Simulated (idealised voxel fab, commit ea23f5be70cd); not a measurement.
Documented hereafter: the process module known as voxel self aligned vias.
The cross-section shown here is cut; it is 215 nm wide and divided into square cells measuring 5 nm on a side.
Just so we're on the same page, the cross-sections are grids of square cells, and they're listed out in bands top to bottom, each band one or more rows deep.
Look at the band entry: it leads with the top's height and the bottom's height in nm. Then it lists the materials left to right, with a width in nm for each. The word "throughout" on a single material says that material fills the band edge to edge. The word "air" is empty space.
Heights from 0 (as-received wafer is one material below). Bottom band endless downward, as "from 0 down".
The expression "30 to 40" gives the width at the extremes of the band, the first number at its top row of cells and the second at its bottom row, with the width changing by equal amounts from each row to the next in between.
Key: "remains unaltered" - step with no changed cell in the cross-section.
The list in "Closed voids list" covers empty spaces of 8 cells or more that cannot reach the top through any open way, and it gives each as width x height at distance; the distance is from the left edge, and width, height and distance are in nm.
If you see something after the settings on a step's line, that's the simulator's own remark about that step.
On any step carrying a mask, the "overlay nm" setting, if present on the step's line, tells how far right of its planned place the mask lay; negative values point to the left.

Below is the list of planned process steps:
- 1: RECEIVE,material Si
- 2: CONFORMAL_DEP,material SiO2,thk nm 15
- 3: CONFORMAL_DEP,material SiCN,thk nm 5
- 4: DIRECTIONAL_DEP,material lowk,thk nm 30
- 5: PATTERN,tone open,mask id LINES,material resist,width nm 30,pitch nm 70,thk nm 15,overlay nm 0
- 6: DIRECTIONAL_ETCH,etch materials lowk,depth nm 30
- 7: STRIP,etch materials resist
- 8: CONFORMAL_DEP,material TiN,thk nm 5
- 9: FILL_DEP,material W,thk nm 10
- 10: CMP,height nm 50
- 11: SELECTIVE_ETCH,etch materials W Ru TiN,depth nm 5
- 12: FILL_DEP,material SiN,thk nm 5
- 13: CMP,height nm 50
- 14: DIRECTIONAL_DEP,material lowk,thk nm 15
- 15: MASKED_ETCH,tone open,mask id VIAS,width nm 50,pitch nm 70,etch materials lowk,depth nm 15,overlay nm 0
- 16: MASKED_ETCH,tone open,mask id VIAS,width nm 50,pitch nm 70,etch materials SiN,depth nm 5,overlay nm 0
- 17: CONFORMAL_DEP,material TiN,thk nm 5
- 18: FILL_DEP,material W,thk nm 5
- 19: CMP,height nm 65
- 20: CONFORMAL_DEP,material SiCN,thk nm 5

Cross-section of the wafer at receipt, which is the condition after step 1:
* from 0 down: Si throughout
* Closed voids list: none

Cross-section: first of two wafers, module finished, run according to plan:
* from 70 to 65: SiCN throughout
* from 65 to 55: 45 of lowk | 5 of TiN | 40 of W | 5 of TiN | 20 of lowk | 5 of TiN | 40 of W | 5 of TiN | 50 of lowk
* from 55 to 50: 45 of lowk | 15 of TiN | 20 of W | 15 of TiN | 20 of lowk | 15 of TiN | 20 of W | 15 of TiN | 50 of lowk
* from 50 to 45: 55 of lowk | 30 of TiN | 40 of lowk | 30 of TiN | 60 of lowk
* from 45 to 25: 55 of lowk | 5 of TiN | 20 of W | 5 of TiN | 40 of lowk | 5 of TiN | 20 of W | 5 of TiN | 60 of lowk
* from 25 to 20: 55 of lowk | 30 of TiN | 40 of lowk | 30 of TiN | 60 of lowk
* from 20 to 15: SiCN throughout
* from 15 to 0: SiO2 throughout
* from 0 down: Si throughout
* Closed voids list: none

Cross-section, wafer two of two, end of module: same start and plan as wafer one, one error in execution:
* from 70 to 65: SiCN throughout
* from 65 to 55: 40 of W | 5 of TiN | 50 of lowk | 5 of TiN | 10 of W | 5 of TiN | 50 of lowk | 5 of TiN | 45 of W
* from 55 to 50: 45 of TiN | 50 of lowk | 20 of TiN | 50 of lowk | 50 of TiN
* from 50 to 45: 55 of lowk | 30 of SiN | 40 of lowk | 30 of SiN | 60 of lowk
* from 45 to 25: 55 of lowk | 5 of TiN | 20 of W | 5 of TiN | 40 of lowk | 5 of TiN | 20 of W | 5 of TiN | 60 of lowk
* from 25 to 20: 55 of lowk | 30 of TiN | 40 of lowk | 30 of TiN | 60 of lowk
* from 20 to 15: SiCN throughout
* from 15 to 0: SiO2 throughout
* from 0 down: Si throughout
* Closed voids list: none
The plan and the run diverged here: step 15 was not run as planned; what actually ran was MASKED_ETCH,tone cover,mask id VIAS,width nm 50,pitch nm 70,etch materials lowk,depth nm 15,overlay nm 0
Final difference in cells, second wafer against first, listed per material as more or fewer: SiN +12; TiN -1; W -2; lowk -9
